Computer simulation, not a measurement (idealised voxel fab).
process module | voxel wiring stack
cross-section cut | 200 nm wide | cells 5 nm
A cross-section is a grid of square cells, given in bands from the top down. A band is one or more rows of cells.
Each band's line starts with the height of the band's top and of its bottom, in nm. Then come its materials from left to right, each with its width in nm. One material with "throughout" fills the band from edge to edge. "air" is empty space.
Height 0 is the level under which the wafer as received is all one material. The lowest band goes on downwards, as in "0 down".
A width such as "30 to 40" changes by the same amount from each row of cells to the next, from the band's top row to its bottom row.
"no change" after a step means that no cell of the cross-section changed.
closed voids: empty space of 8 cells or more with no open way to the top, each as width x height at its distance from the left edge, in nm
after a step's settings: what the simulator itself notes on the step
overlay nm, on a step with a mask: how far to the right of its planned place the mask lay; to the left if negative
plan
1 op RECEIVE | material Si
2 op CONFORMAL_DEP | material SiO2 | thk nm 15
3 op DIRECTIONAL_DEP | material TiN | thk nm 5
4 op DIRECTIONAL_DEP | material Ru | thk nm 15
5 op MASKED_ETCH | tone cover | mask id METAL_1 | width nm 30 | pitch nm 60 | etch materials Ru | depth nm 15 | overlay nm 0
6 op MASKED_ETCH | tone cover | mask id METAL_1 | width nm 30 | pitch nm 60 | etch materials TiN | depth nm 5 | overlay nm 0
7 op FILL_DEP | material lowk | thk nm 5
8 op CMP | height nm 35
9 op CONFORMAL_DEP | material SiCN | thk nm 5
10 op DIRECTIONAL_DEP | material lowk | thk nm 20
11 op PATTERN | tone open | mask id PLUG_1 | material resist | width nm 15 | pitch nm 60 | thk nm 15 | overlay nm 0
12 op DIRECTIONAL_ETCH | etch materials lowk | depth nm 20
13 op DIRECTIONAL_ETCH | etch materials SiCN | depth nm 5
14 op STRIP | etch materials resist
15 op CONFORMAL_DEP | material TiN | thk nm 5
16 op FILL_DEP | material Cu | thk nm 5
17 op CMP | height nm 60
18 op DIRECTIONAL_DEP | material TiN | thk nm 5
19 op DIRECTIONAL_DEP | material W | thk nm 15
20 op PATTERN | tone cover | mask id METAL_2 | material resist | width nm 30 | pitch nm 60 | thk nm 20 | overlay nm 0
21 op DIRECTIONAL_ETCH | etch materials W | depth nm 15
22 op DIRECTIONAL_ETCH | etch materials TiN | depth nm 5
23 op STRIP | etch materials resist
24 op CONFORMAL_DEP | material SiCN | thk nm 5
25 op FILL_DEP | material lowk | thk nm 10
26 op CMP | height nm 80
27 op CONFORMAL_DEP | material SiCN | thk nm 5
28 op DIRECTIONAL_DEP | material SiO2 | thk nm 20
29 op MASKED_ETCH | tone open | mask id PLUG_2 | width nm 15 | pitch nm 60 | etch materials SiO2 | depth nm 20 | overlay nm 0
30 op MASKED_ETCH | tone open | mask id PLUG_2 | width nm 15 | pitch nm 60 | etch materials SiCN | depth nm 5 | overlay nm 0
31 op EPI | material Ru | thk nm 10
32 op EPI | material Ru | thk nm 10
33 op EPI | material Ru | thk nm 5
34 op DIRECTIONAL_DEP | material TiN | thk nm 5
35 op DIRECTIONAL_DEP | material W | thk nm 25
36 op MASKED_ETCH | tone cover | mask id METAL_3 | width nm 30 | pitch nm 60 | etch materials W | depth nm 25 | overlay nm 0
37 op MASKED_ETCH | tone cover | mask id METAL_3 | width nm 30 | pitch nm 60 | etch materials TiN | depth nm 5 | overlay nm 0
38 op CONFORMAL_DEP | material SiN | thk nm 5
39 op FILL_DEP | material lowk | thk nm 10
40 op CMP | height nm 135
41 op CONFORMAL_DEP | material SiN | thk nm 5
as received, after step 1
  0 down: Si throughout
  closed voids: none
first wafer at the end, as planned
  140 to 135: SiN throughout
  135 to 110: lowk 50 | SiN 5 | W 30 | SiN 5 | lowk 20 | SiN 5 | W 30 | SiN 5 | lowk 50
  110 to 105: SiN 55 | TiN 30 | SiN 30 | TiN 30 | SiN 55
  105 to 85: SiO2 55 | Ru 15 | SiO2 45 | Ru 15 | SiO2 70
  85 to 80: SiCN 55 | Ru 15 | SiCN 45 | Ru 15 | SiCN 70
  80 to 65: lowk 50 | SiCN 5 | W 30 | SiCN 5 | lowk 20 | SiCN 5 | W 30 | SiCN 5 | lowk 50
  65 to 60: SiCN 55 | TiN 30 | SiCN 30 | TiN 30 | SiCN 55
  60 to 40: lowk 55 | TiN 5 | Cu 5 | TiN 5 | lowk 45 | TiN 5 | Cu 5 | TiN 5 | lowk 70
  40 to 35: SiCN 55 | TiN 15 | SiCN 45 | TiN 15 | SiCN 70
  35 to 20: lowk 55 | Ru 30 | lowk 30 | Ru 30 | lowk 55
  20 to 15: lowk 55 | TiN 30 | lowk 30 | TiN 30 | lowk 55
  15 to 0: SiO2 throughout
  0 down: Si throughout
  closed voids: none
second wafer at the end: like start, like plan, one mistake
  140 to 135: SiN throughout
  135 to 110: lowk 50 | SiN 5 | W 30 | SiN 5 | lowk 20 | SiN 5 | W 30 | SiN 5 | lowk 50
  110 to 105: lowk 30 | SiN 25 | TiN 30 | SiN 30 | TiN 30 | SiN 10 | lowk 45
  105 to 90: lowk 30 | SiN 5 | Ru 55 | SiN 5 | Ru 55 | SiN 5 | lowk 45
  90 to 85: SiN 35 | Ru 55 | SiN 5 | Ru 55 | SiN 50
  85 to 80: SiCN 55 | Ru 15 | SiCN 45 | Ru 15 | SiCN 70
  80 to 65: lowk 50 | SiCN 5 | W 30 | SiCN 5 | lowk 20 | SiCN 5 | W 30 | SiCN 5 | lowk 50
  65 to 60: SiCN 55 | TiN 30 | SiCN 30 | TiN 30 | SiCN 55
  60 to 40: lowk 55 | TiN 5 | Cu 5 | TiN 5 | lowk 45 | TiN 5 | Cu 5 | TiN 5 | lowk 70
  40 to 35: SiCN 55 | TiN 15 | SiCN 45 | TiN 15 | SiCN 70
  35 to 20: lowk 55 | Ru 30 | lowk 30 | Ru 30 | lowk 55
  20 to 15: lowk 55 | TiN 30 | lowk 30 | TiN 30 | lowk 55
  15 to 0: SiO2 throughout
  0 down: Si throughout
  closed voids: none
what went wrong: step 28 was left out
at the end the second wafer has, in cells: 64 more of Ru | 12 more of SiN | 136 fewer of SiO2 | 60 more of lowk
